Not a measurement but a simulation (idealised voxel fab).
process module | voxel air gaps
Section cut is 300 nm wide and gridded with 5 nm square cells.
The cross-sections in this document take the form of a grid made of square cells. They are written out as bands, in order from top to bottom. Each band consists of one or more rows of cells. Top, bottom (nm), then materials left to right with widths (nm); lone material tagged "everywhere" fills the whole band edge to edge; "air" = empty space. Heights are reckoned from 0. Under this level, the received wafer is all of one material. The bottommost band is open-ended downward, for example "0 and below". Width spec "30..40" -> top row of cells at first value, bottom row at second value, equal per-row change in between. Key: "nothing different" - step with no changed cell in the cross-section. Entry "Entrapped voids" = empty spaces >= 8 cells with no open way to the top; each as width x height at distance, distance from left edge, all nm. What comes after the settings on a step's line is commentary from the simulator itself on that step. When a step includes a mask, the "overlay nm" setting on its line states how far to the right of its planned place that mask lay, and negative values state how far to the left.
## Steps planned for the process
1: RECEIVE, material Si
2: CONFORMAL_DEP, material SiO2, thk nm 15
3: CONFORMAL_DEP, material SiCN, thk nm 5
4: DIRECTIONAL_DEP, material lowk, thk nm 30
5: PATTERN, tone open, mask id LINES, material resist, width nm 25, pitch nm 55, thk nm 20, overlay nm 0
6: DIRECTIONAL_ETCH, etch materials lowk, depth nm 30
7: STRIP, etch materials resist
8: CONFORMAL_DEP, material TiN, thk nm 5
9: FILL_DEP, material W, thk nm 5
10: CMP, height nm 50
11: EPI, material Ru, thk nm 10
12: SELECTIVE_ETCH, etch materials lowk, depth nm 40
13: CONFORMAL_DEP, material SiCN, thk nm 5
## As received (post step 1): cross-section
- 0 and below | Si everywhere
- Entrapped voids: none
## Module complete - cross-section of the first of two wafers, run according to plan
- 65 down to 60 | air 40 nm  SiCN 220 nm  air 40 nm
- 60 down to 50 | air 40 nm  SiCN 5 nm  Ru 45 nm  SiCN 10 nm  Ru 45 nm  SiCN 10 nm  Ru 45 nm  SiCN 10 nm  Ru 45 nm  SiCN 5 nm  air 40 nm
- 50 down to 45 | air 40 nm  SiCN 15 nm  TiN 5 nm  W 15 nm  TiN 5 nm  SiCN 30 nm  TiN 5 nm  W 15 nm  TiN 5 nm  SiCN 30 nm  TiN 5 nm  W 15 nm  TiN 5 nm  SiCN 30 nm  TiN 5 nm  W 15 nm  TiN 5 nm  SiCN 15 nm  air 40 nm
- 45 down to 25 | air 50 nm  SiCN 5 nm  TiN 5 nm  W 15 nm  TiN 5 nm  SiCN 5 nm  air 20 nm  SiCN 5 nm  TiN 5 nm  W 15 nm  TiN 5 nm  SiCN 5 nm  air 20 nm  SiCN 5 nm  TiN 5 nm  W 15 nm  TiN 5 nm  SiCN 5 nm  air 20 nm  SiCN 5 nm  TiN 5 nm  W 15 nm  TiN 5 nm  SiCN 5 nm  air 50 nm
- 25 down to 20 | SiCN 55 nm  TiN 25 nm  SiCN 30 nm  TiN 25 nm  SiCN 30 nm  TiN 25 nm  SiCN 30 nm  TiN 25 nm  SiCN 55 nm
- 20 down to 15 | SiCN everywhere
- 15 down to 0 | SiO2 everywhere
- 0 and below | Si everywhere
- Entrapped voids: 20 x 20 at 85; 20 x 20 at 140; 20 x 20 at 195
## This is the second of the two wafers, cross-sectioned at the end of the module; it started exactly like the first and was given the same plan, but it was run with one mistake
- 65 down to 60 | air 45 nm  SiCN 220 nm  air 35 nm
- 60 down to 50 | air 45 nm  SiCN 5 nm  Ru 45 nm  SiCN 10 nm  Ru 45 nm  SiCN 10 nm  Ru 45 nm  SiCN 10 nm  Ru 45 nm  SiCN 5 nm  air 35 nm
- 50 down to 45 | air 45 nm  SiCN 15 nm  TiN 5 nm  W 15 nm  TiN 5 nm  SiCN 30 nm  TiN 5 nm  W 15 nm  TiN 5 nm  SiCN 30 nm  TiN 5 nm  W 15 nm  TiN 5 nm  SiCN 30 nm  TiN 5 nm  W 15 nm  TiN 5 nm  SiCN 15 nm  air 35 nm
- 45 down to 25 | air 55 nm  SiCN 5 nm  TiN 5 nm  W 15 nm  TiN 5 nm  SiCN 5 nm  air 20 nm  SiCN 5 nm  TiN 5 nm  W 15 nm  TiN 5 nm  SiCN 5 nm  air 20 nm  SiCN 5 nm  TiN 5 nm  W 15 nm  TiN 5 nm  SiCN 5 nm  air 20 nm  SiCN 5 nm  TiN 5 nm  W 15 nm  TiN 5 nm  SiCN 5 nm  air 45 nm
- 25 down to 20 | SiCN 60 nm  TiN 25 nm  SiCN 30 nm  TiN 25 nm  SiCN 30 nm  TiN 25 nm  SiCN 30 nm  TiN 25 nm  SiCN 50 nm
- 20 down to 15 | SiCN everywhere
- 15 down to 0 | SiO2 everywhere
- 0 and below | Si everywhere
- Entrapped voids: 20 x 20 at 90; 20 x 20 at 145; 20 x 20 at 200
What was done differently from what was planned? step 5, actual vs plan mismatch, actual run PATTERN, tone open, mask id LINES, material resist, width nm 25, pitch nm 55, thk nm 20, overlay nm 5
Both wafers, final: cells per material equal; arrangement not.
